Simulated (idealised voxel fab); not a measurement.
Documented hereafter: the process module known as voxel local oxidation.
Each square cell in cross-section cut measures 5 nm, and the section as a whole is 265 nm wide.
Cross-section, as written here: a square-cell grid given band by band from the top down, where a band holds one or more rows of cells. Top, bottom (nm), then materials left to right with widths (nm); lone material tagged "full width" fills the whole band edge to edge; "air" = empty space. The level at which height equals 0 is the one under which the wafer, as it arrives, is entirely one material. No lower edge exists for the bottom band, which continues downward and is notated as in "0 -> down". The notation "30..40" denotes a width that varies across the rows of cells in the band, beginning at the first number in the top row, finishing at the second number in the bottom row, and changing by an identical amount from each row to the next. Key: "no change occurred" - step with no changed cell in the cross-section. The list in "Completely sealed voids" covers empty spaces of 8 cells or more that cannot reach the top through any open way, and it gives each as width x height at distance; the distance is from the left edge, and width, height and distance are in nm. What comes after the settings on a step's line is commentary from the simulator itself on that step. overlay nm, on a step with a mask: how far to the right of its planned place the mask lay; to the left if negative.

**Listed below are the process steps as planned**
1 RECEIVE,material Si
2 OXIDIZE,depth nm 5
3 CONFORMAL_DEP,material SiN,thk nm 15
4 MASKED_ETCH,tone cover,mask id ACTIVE,width nm 105,pitch nm 125,etch materials SiN,depth nm 15,overlay nm 0
5 SELECTIVE_ETCH,etch materials SiO2,depth nm 5
6 OXIDIZE,depth nm 15
7 STRIP,etch materials SiN

**Concerning the first of two wafers, which was run in accordance with the plan**

**As-received state of the wafer in cross-section, equivalent to post-step 1**
> 0 -> down | Si full width
> Completely sealed voids: none

**after step 2**
> 0 -> -5 | SiO2 full width
> Note: structure below -5 unchanged.

**after step 3**
> 15 -> 0 | SiN full width
> Note: structure below 0 unchanged.

**after step 4**
> 15 -> 0 | 15 nm air; 105 nm SiN; 20 nm air; 105 nm SiN; 20 nm air
> Note: structure below 0 unchanged.

**after step 5**
> 15 -> 0 | 15 nm air; 105 nm SiN; 20 nm air; 105 nm SiN; 20 nm air
> 0 -> -5 | 20 nm air; 95 nm SiO2; 30 nm air; 95 nm SiO2; 25 nm air
> Note: structure below -5 unchanged.

**after step 6**
> 15 -> 0 | 15 nm air; 105 nm SiN; 20 nm air; 105 nm SiN; 20 nm air
> 0 -> -5 | 20 nm air; 95 nm SiO2; 30 nm air; 95 nm SiO2; 25 nm air
> -5 -> -20 | 35 nm SiO2; 65 nm Si; 60 nm SiO2; 65 nm Si; 40 nm SiO2
> Note: structure below -20 unchanged.

**after step 7**
> 0 -> -5 | 20 nm air; 95 nm SiO2; 30 nm air; 95 nm SiO2; 25 nm air
> Note: structure below -5 unchanged.

**The second wafer: identical to the first at the outset and in its planned sequence, differing only in that one mistake was made during processing; up to and including step 5, its path is the first wafer's path**

**Look at the second wafer in cross-section at the time step 6 ought to have finished**
> 0 -> -5 | 20 nm air; 95 nm SiO2; 30 nm air; 95 nm SiO2; 25 nm air
> Note: structure below -5 unchanged.

**Look at the second wafer in cross-section at the time step 7 ought to have finished**
> 0 -> -5 | 20 nm air; 95 nm SiO2; 30 nm air; 95 nm SiO2; 25 nm air
> -5 -> -20 | 35 nm SiO2; 65 nm Si; 60 nm SiO2; 65 nm Si; 40 nm SiO2
> Note: structure below -20 unchanged.
What broke from the plan during processing? swap of plan steps 6 and 7 during execution
If you compare the two wafers at the end, their cross-sections are the same, so as far as this model is concerned the mistake changes nothing.
